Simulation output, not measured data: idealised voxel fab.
Proc. module: voxel air gaps
Displayed cross-section: cut, width of 240 nm, square cells sized 5 nm.
Notation: cross-section as square-cell grid; stated in bands, top first, going down; one or more cell rows per band.
Per band: top height and bottom height in nm, followed by the left-to-right materials and their widths in nm; "everywhere" marks a single material spanning edge to edge, "blank" marks empty space.
All heights in this document are referenced to 0, defined as the level beneath which the wafer, as received, consists entirely of one material. The lowest band is not bounded below; it extends indefinitely downward and is written in the form "0 nm and below".
The width entry "30 to 40" should be interpreted row by row: the top row of cells in the band takes the first number, the bottom row takes the second number, and the change between adjacent rows is uniform throughout.
"nothing was modified" -> step changed no cross-section cell.
If an empty space has no open way to the top and is at least 8 cells in size, "Completely enclosed voids" lists it, written width x height at distance, where distance is measured from the left edge and every value is in nm.
Read whatever lies past the settings on a step's line as the simulator's own remark about the step.
The line of a step may include "overlay nm". On a step with a mask, this value is how far to the right of its planned place the mask lay. A negative value means the mask lay to the left.

-- The steps planned for the process are as follows
step 1: RECEIVE with material Si
step 2: CONFORMAL_DEP with material SiO2, thk nm 15
step 3: CONFORMAL_DEP with material SiCN, thk nm 5
step 4: DIRECTIONAL_DEP with material lowk, thk nm 30
step 5: PATTERN with tone open, mask id LINES, material resist, width nm 15, pitch nm 45, thk nm 20, overlay nm 0
step 6: DIRECTIONAL_ETCH with etch materials lowk, depth nm 30
step 7: STRIP with etch materials resist
step 8: CONFORMAL_DEP with material TiN, thk nm 5
step 9: FILL_DEP with material Cu, thk nm 10
step 10: CMP with height nm 50
step 11: EPI with material Ru, thk nm 10
step 12: SELECTIVE_ETCH with etch materials lowk, depth nm 40
step 13: CONFORMAL_DEP with material SiCN, thk nm 5

-- Incoming wafer, cross-sectional view, post step 1
> 0 nm and below = Si everywhere
> Completely enclosed voids: none

-- first wafer at the end, as planned
> 65 nm to 60 nm = blank (50) | SiCN (135) | blank (55)
> 60 nm to 50 nm = blank (50) | SiCN (5) | Ru (35) | SiCN (10) | Ru (35) | SiCN (10) | Ru (35) | SiCN (5) | blank (55)
> 50 nm to 45 nm = blank (50) | SiCN (15) | TiN (5) | Cu (5) | TiN (5) | SiCN (30) | TiN (5) | Cu (5) | TiN (5) | SiCN (30) | TiN (5) | Cu (5) | TiN (5) | SiCN (15) | blank (55)
> 45 nm to 25 nm = blank (60) | SiCN (5) | TiN (5) | Cu (5) | TiN (5) | SiCN (5) | blank (20) | SiCN (5) | TiN (5) | Cu (5) | TiN (5) | SiCN (5) | blank (20) | SiCN (5) | TiN (5) | Cu (5) | TiN (5) | SiCN (5) | blank (65)
> 25 nm to 20 nm = SiCN (65) | TiN (15) | SiCN (30) | TiN (15) | SiCN (30) | TiN (15) | SiCN (70)
> 20 nm to 15 nm = SiCN everywhere
> 15 nm to 0 nm = SiO2 everywhere
> 0 nm and below = Si everywhere
> Completely enclosed voids: 20 x 20 at 85; 20 x 20 at 130

-- Cross-section of the latter of the two wafers at module completion. It had an identical start and an identical plan to the former; in running it, one mistake was made
> 65 nm to 60 nm = SiCN everywhere
> 60 nm to 50 nm = Ru everywhere
> 50 nm to 45 nm = TiN (70) | Cu (5) | TiN (40) | Cu (5) | TiN (40) | Cu (5) | TiN (75)
> 45 nm to 20 nm = lowk (65) | TiN (5) | Cu (5) | TiN (5) | lowk (30) | TiN (5) | Cu (5) | TiN (5) | lowk (30) | TiN (5) | Cu (5) | TiN (5) | lowk (70)
> 20 nm to 15 nm = lowk (65) | TiN (15) | lowk (30) | TiN (15) | lowk (30) | TiN (15) | lowk (70)
> 15 nm to 10 nm = SiCN everywhere
> 10 nm to 0 nm = SiO2 everywhere
> 0 nm and below = Si everywhere
> Completely enclosed voids: none
What was the processing mistake? step 2 ran with different settings than intended, the actual operation and settings being CONFORMAL_DEP with material SiO2, thk nm 10
Per the end-of-run cell counts, the second wafer holds more or fewer of some materials than the first: 3 more of Cu | 54 more of Ru | 72 fewer of SiCN | 48 fewer of SiO2 | 45 more of TiN | 234 more of lowk
closed voids at the end (first wafer, second wafer): 2, 0
